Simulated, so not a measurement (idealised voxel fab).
process module | voxel gate over fins
FYI the section here is cut, 240 nm wide, cells are 5 nm squares.
How to read a cross-section here: the picture is a grid of square cells, written as bands going from the top down, and any band can span one or more rows of cells.
Per band: top height and bottom height in nm, followed by the left-to-right materials and their widths in nm; "edge to edge" marks a single material spanning edge to edge, "empty" marks empty space.
We count height from 0. Below that, the starting wafer is all one material. The lowest band never ends at the bottom but goes on down; see "z 0 and below" for how that is written.
So if you see something like "30..40" for the width, read it as the top row of the band sitting at the first number and the bottom row at the second, with every row in between moving by the same amount as the last.
When a step is marked "everything unchanged", none of the cells in the cross-section changed during that step.
Heads up: "Enclosed void entries" only lists the empty pockets with no open path to the top that are 8 cells or more, and it writes them as width x height at distance, distance from the left edge, in nm.
Whatever follows a step's settings on its line is a remark the simulator itself makes about that step.
What "overlay nm" on a step's line means: if the step has a mask, that mask lay this far to the right of its planned place, or, when the value is negative, to the left.

So here's the lineup of process steps we planned
step 1: RECEIVE,material Si
step 2: CONFORMAL_DEP,material SiN,thk nm 5
step 3: PATTERN,tone cover,mask id FINS,material resist,width nm 15,pitch nm 50,thk nm 15,overlay nm 0
step 4: DIRECTIONAL_ETCH,etch materials SiN,depth nm 5
step 5: DIRECTIONAL_ETCH,etch materials Si,depth nm 30
step 6: STRIP,etch materials resist
step 7: OXIDIZE,depth nm 5
step 8: FILL_DEP,material SiO2,thk nm 5
step 9: CMP,height nm 5
step 10: MASKED_ETCH,tone open,mask id RAIL,width nm 15,etch materials SiO2,depth nm 30,overlay nm 0
step 11: CONFORMAL_DEP,material TiN,thk nm 5
step 12: FILL_DEP,material W,thk nm 10
step 13: CMP,height nm 5
step 14: SELECTIVE_ETCH,etch materials W Ru TiN,depth nm 20
step 15: FILL_DEP,material SiO2,thk nm 5
step 16: CMP,height nm 5
step 17: SELECTIVE_ETCH,etch materials SiO2,depth nm 15
step 18: STRIP,etch materials SiN
step 19: CONFORMAL_DEP,material HfO2,thk nm 5
step 20: CONFORMAL_DEP,material TiN,thk nm 5
step 21: FILL_DEP,material W,thk nm 15
step 22: CMP,height nm 20
step 23: CONFORMAL_DEP,material SiN,thk nm 5

Cross-section of the wafer upon arrival, representing the state reached after step 1
	z 0 and below = Si edge to edge
	Enclosed void entries: none

A wafer at the end: this start, this plan, one mistake
	z 25 to 20 = SiN edge to edge
	z 20 to 10 = W edge to edge
	z 10 to 5 = 80 W / 25 TiN / 25 W / 25 TiN / 85 W
	z 5 to 0 = 80 W / 5 TiN / 15 HfO2 / 5 TiN / 25 W / 5 TiN / 15 HfO2 / 5 TiN / 85 W
	z 0 to -5 = 85 TiN / 5 HfO2 / 5 Si / 5 HfO2 / 35 TiN / 5 HfO2 / 5 Si / 5 HfO2 / 90 TiN
	z -5 to -10 = 90 HfO2 / 5 Si / 45 HfO2 / 5 Si / 95 HfO2
	z -10 to -15 = 90 SiO2 / 5 Si / 45 SiO2 / 5 Si / 95 SiO2
	z -15 to -20 = 90 SiO2 / 5 Si / 15 SiO2 / 5 TiN / 5 W / 5 TiN / 15 SiO2 / 5 Si / 95 SiO2
	z -20 to -25 = 90 SiO2 / 5 Si / 15 SiO2 / 15 TiN / 15 SiO2 / 5 Si / 95 SiO2
	z -25 to -40 = 90 SiO2 / 5 Si / 45 SiO2 / 5 Si / 95 SiO2
	z -40 and below = Si edge to edge
	Enclosed void entries: none
The mistake made against the process plan was this: heads up, step 5 didn't go per plan, it actually ran as DIRECTIONAL_ETCH,etch materials Si,depth nm 35
